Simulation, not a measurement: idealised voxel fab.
voxel transistor to metal: a process module
cross-section cut | 255 nm wide | cells 5 nm
Cross-section spec: square-cell grid; bands listed top down; each band is one or more rows.
Read a band's entry like this: the first values are the height of its top and the height of its bottom in nm, and what follows is the sequence of materials from left to right, each with its width in nm. Note that "empty" is empty space, and that a single material marked "everywhere" reaches across the band from edge to edge.
Height reference: 0 = level under which incoming wafer is all one material. Lowest band: no bottom, runs on downward, e.g. "z 0 and below".
The expression "30->40" gives the width at the extremes of the band, the first number at its top row of cells and the second at its bottom row, with the width changing by equal amounts from each row to the next in between.
For the purposes of this document, the phrase "everything unchanged" attached to a step denotes that no cell within the cross-section was modified by that step.
In "Entrapped voids" the enclosed voids are listed, meaning empty spaces of 8 cells or larger without any opening to the top. The form is width x height at distance, distance from the left edge, units nm.
Whatever follows a step's settings on its line is a remark the simulator itself makes about that step.
overlay nm: where the mask lay relative to plan, measured to the right, on steps with a mask; negatives go left.

The steps planned for the process are as follows
step 1: RECEIVE | material Si
step 2: CONFORMAL_DEP | material SiO2 | thk nm 5
step 3: CONFORMAL_DEP | material SiN | thk nm 15
step 4: MASKED_ETCH | tone cover | mask id ACTIVE | width nm 90 | pitch nm 110 | etch materials SiN | depth nm 15 | overlay nm 0
step 5: MASKED_ETCH | tone cover | mask id ACTIVE | width nm 90 | pitch nm 110 | etch materials SiO2 | depth nm 5 | overlay nm 0
step 6: MASKED_ETCH | tone cover | mask id ACTIVE | width nm 90 | pitch nm 110 | etch materials Si | depth nm 25 | overlay nm 0
step 7: OXIDIZE | depth nm 5
step 8: FILL_DEP | material SiO2 | thk nm 10
step 9: CMP | height nm 20
step 10: SELECTIVE_ETCH | etch materials SiO2 | depth nm 10
step 11: STRIP | etch materials SiN
step 12: SELECTIVE_ETCH | etch materials SiO2 | depth nm 5
step 13: OXIDIZE | depth nm 5
step 14: DIRECTIONAL_DEP | material polySi | thk nm 25
step 15: DIRECTIONAL_DEP | material SiCN | thk nm 15
step 16: PATTERN | tone cover | mask id GATE | material resist | width nm 20 | pitch nm 110 | thk nm 20 | overlay nm 0
step 17: DIRECTIONAL_ETCH | etch materials SiCN | depth nm 25
step 18: DIRECTIONAL_ETCH | etch materials polySi | depth nm 35
step 19: STRIP | etch materials resist
step 20: CONFORMAL_DEP | material SiN | thk nm 10
step 21: DIRECTIONAL_ETCH | etch materials SiN | depth nm 10
step 22: DIRECTIONAL_ETCH | etch materials SiO2 | depth nm 5
step 23: DIRECTIONAL_ETCH | etch materials Si | depth nm 10
step 24: EPI | material nSi | thk nm 15
step 25: FILL_DEP | material SiO2 | thk nm 5
step 26: CMP | height nm 40
step 27: DIRECTIONAL_DEP | material SiO2 | thk nm 10
step 28: PATTERN | tone open | mask id CONTACT | material resist | width nm 25 | pitch nm 55 | thk nm 15 | overlay nm 0
step 29: DIRECTIONAL_ETCH | etch materials SiO2 | depth nm 50
step 30: STRIP | etch materials resist
step 31: CONFORMAL_DEP | material TiN | thk nm 5
step 32: FILL_DEP | material Ru | thk nm 5
step 33: CMP | height nm 50
step 34: DIRECTIONAL_DEP | material TiN | thk nm 5
step 35: DIRECTIONAL_DEP | material Ru | thk nm 15
step 36: MASKED_ETCH | tone cover | mask id METAL_1 | width nm 15 | etch materials Ru | depth nm 15 | overlay nm 0
step 37: MASKED_ETCH | tone cover | mask id METAL_1 | width nm 15 | etch materials TiN | depth nm 5 | overlay nm 0
step 38: CONFORMAL_DEP | material SiN | thk nm 5
step 39: FILL_DEP | material SiO2 | thk nm 10
step 40: CMP | height nm 70
step 41: CONFORMAL_DEP | material SiCN | thk nm 5
step 42: DIRECTIONAL_DEP | material SiO2 | thk nm 30
step 43: MASKED_ETCH | tone open | mask id METAL_2 | width nm 15 | pitch nm 110 | etch materials SiO2 | depth nm 15 | overlay nm 0
step 44: DIRECTIONAL_DEP | material aC | thk nm 10
step 45: PATTERN | tone open | mask id METAL_2_HOLES | material resist | width nm 15 | pitch nm 110 | thk nm 30 | overlay nm 0
step 46: DIRECTIONAL_ETCH | etch materials aC | depth nm 10
step 47: STRIP | etch materials resist
step 48: DIRECTIONAL_ETCH | etch materials SiO2 | depth nm 15
step 49: DIRECTIONAL_ETCH | etch materials SiCN | depth nm 5
step 50: STRIP | etch materials aC
step 51: CONFORMAL_DEP | material TiN | thk nm 5
step 52: FILL_DEP | material Ru | thk nm 5
step 53: CMP | height nm 105
step 54: CONFORMAL_DEP | material SiN | thk nm 5

Cross-section of the wafer upon arrival, representing the state reached after step 1
z 0 and below  Si everywhere
Entrapped voids: none

The following cross-section depicts the wafer upon conclusion of the module. Processing commenced from the starting condition illustrated above and adhered to the plan illustrated above, save for one mistake in execution
z 110 to 105  SiN everywhere
z 105 to 75  30 of SiO2  5 of TiN  5 of Ru  5 of TiN  95 of SiO2  5 of TiN  5 of Ru  5 of TiN  100 of SiO2
z 75 to 70  30 of SiCN  15 of TiN  95 of SiCN  15 of TiN  100 of SiCN
z 70 to 55  25 of SiO2  5 of SiN  15 of Ru  5 of SiN  40 of SiO2  5 of SiN  15 of Ru  5 of SiN  20 of SiO2  5 of SiN  15 of Ru  5 of SiN  40 of SiO2  5 of SiN  15 of Ru  5 of SiN  30 of SiO2
z 55 to 50  30 of SiN  15 of TiN  50 of SiN  15 of TiN  30 of SiN  15 of TiN  50 of SiN  15 of TiN  35 of SiN
z 50 to 45  25 of Ru  5 of TiN  25 of SiO2  5 of TiN  20 of Ru  5 of TiN  25 of SiO2  5 of TiN  20 of Ru  5 of TiN  25 of SiO2  5 of TiN  20 of Ru  5 of TiN  25 of SiO2  5 of TiN  30 of Ru
z 45 to 40  25 of Ru  5 of TiN  25 of SiO2  30 of TiN  25 of SiO2  5 of TiN  20 of Ru  5 of TiN  25 of SiO2  30 of TiN  25 of SiO2  5 of TiN  30 of Ru
z 40 to 25  25 of Ru  5 of TiN  20 of SiO2  10 of SiN  20 of SiCN  10 of SiN  20 of SiO2  5 of TiN  20 of Ru  5 of TiN  20 of SiO2  10 of SiN  20 of SiCN  10 of SiN  20 of SiO2  5 of TiN  30 of Ru
z 25 to 10  25 of Ru  5 of TiN  20 of SiO2  10 of SiN  20 of polySi  10 of SiN  20 of SiO2  5 of TiN  20 of Ru  5 of TiN  20 of SiO2  10 of SiN  20 of polySi  10 of SiN  20 of SiO2  5 of TiN  30 of Ru
z 10 to 5  15 of Ru  15 of TiN  5 of SiO2  15 of nSi  10 of SiN  20 of polySi  10 of SiN  15 of nSi  5 of SiO2  30 of TiN  5 of SiO2  15 of nSi  10 of SiN  20 of polySi  10 of SiN  15 of nSi  5 of SiO2  15 of TiN  20 of Ru
z 5 to 0  20 of TiN  10 of SiN  5 of SiO2  15 of nSi  10 of SiN  20 of polySi  10 of SiN  15 of nSi  5 of SiO2  10 of SiN  10 of TiN  10 of SiN  5 of SiO2  15 of nSi  10 of SiN  20 of polySi  10 of SiN  15 of nSi  5 of SiO2  10 of SiN  25 of TiN
z 0 to -5  30 of SiO2  20 of nSi  40 of SiO2  20 of nSi  30 of SiO2  20 of nSi  40 of SiO2  20 of nSi  35 of SiO2
z -5 to -15  30 of SiO2  20 of nSi  40 of Si  20 of nSi  30 of SiO2  20 of nSi  40 of Si  20 of nSi  35 of SiO2
z -15 to -30  30 of SiO2  80 of Si  30 of SiO2  80 of Si  35 of SiO2
z -30 and below  Si everywhere
Entrapped voids: none
The plan and the run diverged here: heads up, step 28 didn't go per plan, it actually ran as PATTERN | tone cover | mask id CONTACT | material resist | width nm 25 | pitch nm 55 | thk nm 15 | overlay nm 0
